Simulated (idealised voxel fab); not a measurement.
process module | voxel released beams
cross-section cut | 155 nm wide | cells 5 nm
A cross-section is a grid of square cells, given in bands from the top down. A band is one or more rows of cells.
Each band's line starts with the height of the band's top and of its bottom, in nm. Then come its materials from left to right, each with its width in nm. One material with "throughout" fills the band from edge to edge. "air" is empty space.
Height 0 is the level under which the wafer as received is all one material. The lowest band goes on downwards, as in "0 down".
A width such as "30 to 40" changes by the same amount from each row of cells to the next, from the band's top row to its bottom row.
"no change" after a step means that no cell of the cross-section changed.
closed voids: empty space of 8 cells or more with no open way to the top, each as width x height at its distance from the left edge, in nm
after a step's settings: what the simulator itself notes on the step
overlay nm, on a step with a mask: how far to the right of its planned place the mask lay; to the left if negative
plan
1 op RECEIVE | material Si
2 op CONFORMAL_DEP | material Al2O3 | thk nm 5
3 op DIRECTIONAL_DEP | material SiO2 | thk nm 10
4 op DIRECTIONAL_DEP | material aC | thk nm 15
5 op PATTERN | tone open | mask id ANCHOR | material resist | width nm 40 | thk nm 35 | overlay nm 0
6 op DIRECTIONAL_ETCH | etch materials aC | depth nm 15
7 op STRIP | etch materials resist
8 op DIRECTIONAL_ETCH | etch materials SiO2 | depth nm 10
9 op STRIP | etch materials aC
10 op CONFORMAL_DEP | material SiN | thk nm 15
11 op MASKED_ETCH | tone cover | mask id BEAM | width nm 100 | etch materials SiN | depth nm 15 | overlay nm 0
12 op STRIP | etch materials SiO2
first wafer, as planned
as received, after step 1
  0 down: Si throughout
  closed voids: none
after step 2
  5 to 0: Al2O3 throughout
  below 0: unchanged
after step 3
  15 to 5: SiO2 throughout
  below 5: unchanged
after step 4
  30 to 15: aC throughout
  below 15: unchanged
after step 5
  65 to 30: resist 30 | air 40 | resist 85
  below 30: unchanged
after step 6
  50 to 30: resist 30 | air 40 | resist 85
  30 to 15: aC 30 | air 40 | aC 85
  below 15: unchanged
after step 7
  30 to 15: aC 30 | air 40 | aC 85
  below 15: unchanged
after step 8
  30 to 15: aC 30 | air 40 | aC 85
  15 to 5: SiO2 30 | air 40 | SiO2 85
  below 5: unchanged
after step 9
  15 to 5: SiO2 30 | air 40 | SiO2 85
  below 5: unchanged
after step 10
  30 to 20: SiN 45 | air 10 | SiN 100
  20 to 15: SiN throughout
  15 to 5: SiO2 30 | SiN 40 | SiO2 85
  below 5: unchanged
after step 11
  30 to 20: air 25 | SiN 20 | air 10 | SiN 70 | air 30
  20 to 15: air 25 | SiN 100 | air 30
  below 15: unchanged
after step 12
  30 to 20: air 25 | SiN 20 | air 10 | SiN 70 | air 30
  20 to 15: air 25 | SiN 100 | air 30
  15 to 5: air 30 | SiN 40 | air 85
  below 5: unchanged
second wafer: like start, like plan, one mistake. Through step 4 it matches the first wafer
when step 5 should have ended
  65 to 30: resist 40 | air 40 | resist 75
  below 30: unchanged
when step 6 should have ended
  50 to 30: resist 40 | air 40 | resist 75
  30 to 15: aC 40 | air 40 | aC 75
  below 15: unchanged
when step 7 should have ended
  30 to 15: aC 40 | air 40 | aC 75
  below 15: unchanged
when step 8 should have ended
  30 to 15: aC 40 | air 40 | aC 75
  15 to 5: SiO2 40 | air 40 | SiO2 75
  below 5: unchanged
when step 9 should have ended
  15 to 5: SiO2 40 | air 40 | SiO2 75
  below 5: unchanged
when step 10 should have ended
  30 to 20: SiN 55 | air 10 | SiN 90
  20 to 15: SiN throughout
  15 to 5: SiO2 40 | SiN 40 | SiO2 75
  below 5: unchanged
when step 11 should have ended
  30 to 20: air 25 | SiN 30 | air 10 | SiN 60 | air 30
  20 to 15: air 25 | SiN 100 | air 30
  below 15: unchanged
when step 12 should have ended
  30 to 20: air 25 | SiN 30 | air 10 | SiN 60 | air 30
  20 to 15: air 25 | SiN 100 | air 30
  15 to 5: air 40 | SiN 40 | air 75
  below 5: unchanged
what went wrong: step 5 ran as: op PATTERN | tone open | mask id ANCHOR | material resist | width nm 40 | thk nm 35 | overlay nm 10
at the end the second wafer has, in cells: as many of each material as the first, in other places
